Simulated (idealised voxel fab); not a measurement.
Module name: voxel ribs on slabs (process module)
Each square cell in cross-section cut measures 5 nm, and the section as a whole is 180 nm wide.
Reading order for cross-sections: top band down to bottom band. Underlying form: a grid of square cells. Band size: one or more rows of cells.
Band: top height; bottom height; in nm. Then, left to right: material with width in nm, for each material. "full width": a single material spanning edge to edge. "air": empty space.
Height reference: 0 = level under which incoming wafer is all one material. Lowest band: no bottom, runs on downward, e.g. "from 0 down".
When a width is written as two numbers, as in "30..40", the first number is the width in the top row of cells of the band and the second is the width in its bottom row, and the width changes by the same amount from each row to the next.
Where a step carries "no alteration", the cross-section came out of it unchanged, cell for cell.
The entry titled "Tabulated closed voids" provides the empty spaces that have no open way to the top, restricted to those of 8 cells or more. Each is presented as width x height at distance, the distance being measured from the left edge, with all three in nm.
The remark found on a step's line after its settings is issued by the simulator itself and pertains to that step.
overlay nm: mask right of planned place by this much (step with mask). Neg. = left.

The steps planned for the process are as follows:
1,RECEIVE: material Si
2,DIRECTIONAL_DEP: material SiO2, thk nm 30
3,DIRECTIONAL_DEP: material SiN, thk nm 25
4,DIRECTIONAL_DEP: material aC, thk nm 15
5,PATTERN: tone cover, mask id RIB, material resist, width nm 25, thk nm 35, overlay nm 0
6,DIRECTIONAL_ETCH: etch materials aC, depth nm 15
7,STRIP: etch materials resist
8,DIRECTIONAL_ETCH: etch materials SiN, depth nm 5
9,STRIP: etch materials aC
10,PATTERN: tone cover, mask id SLAB, material resist, width nm 65, thk nm 15, overlay nm 0
11,DIRECTIONAL_ETCH: etch materials SiN, depth nm 20
12,STRIP: etch materials resist
13,FILL_DEP: material SiO2, thk nm 25
14,CMP: height nm 75
15,DIRECTIONAL_DEP: material TiN, thk nm 10
16,MASKED_ETCH: tone cover, mask id HEATER, width nm 35, etch materials TiN, depth nm 10, overlay nm 0
17,CONFORMAL_DEP: material SiN, thk nm 10

As-received wafer cross-section (after step 1):
from 0 down | Si full width
Tabulated closed voids: none

first wafer at the end, as planned:
from 95 to 85 | 60 air  55 SiN  65 air
from 85 to 75 | 70 SiN  35 TiN  75 SiN
from 75 to 55 | SiO2 full width
from 55 to 50 | 75 SiO2  25 SiN  80 SiO2
from 50 to 30 | 55 SiO2  65 SiN  60 SiO2
from 30 to 0 | SiO2 full width
from 0 down | Si full width
Tabulated closed voids: none

Wafer two, end of module, cross-section. Same start, same plan as wafer one. One mistake in the run:
from 85 to 75 | 70 air  35 TiN  75 air
from 75 to 55 | SiO2 full width
from 55 to 50 | 75 SiO2  25 SiN  80 SiO2
from 50 to 30 | 55 SiO2  65 SiN  60 SiO2
from 30 to 0 | SiO2 full width
from 0 down | Si full width
Tabulated closed voids: none
What went wrong in running the wafer? step 17 of the plan was bypassed and not carried out
The closing comparison, in cells, has the second wafer with more or fewer of some materials than the first: SiN -80
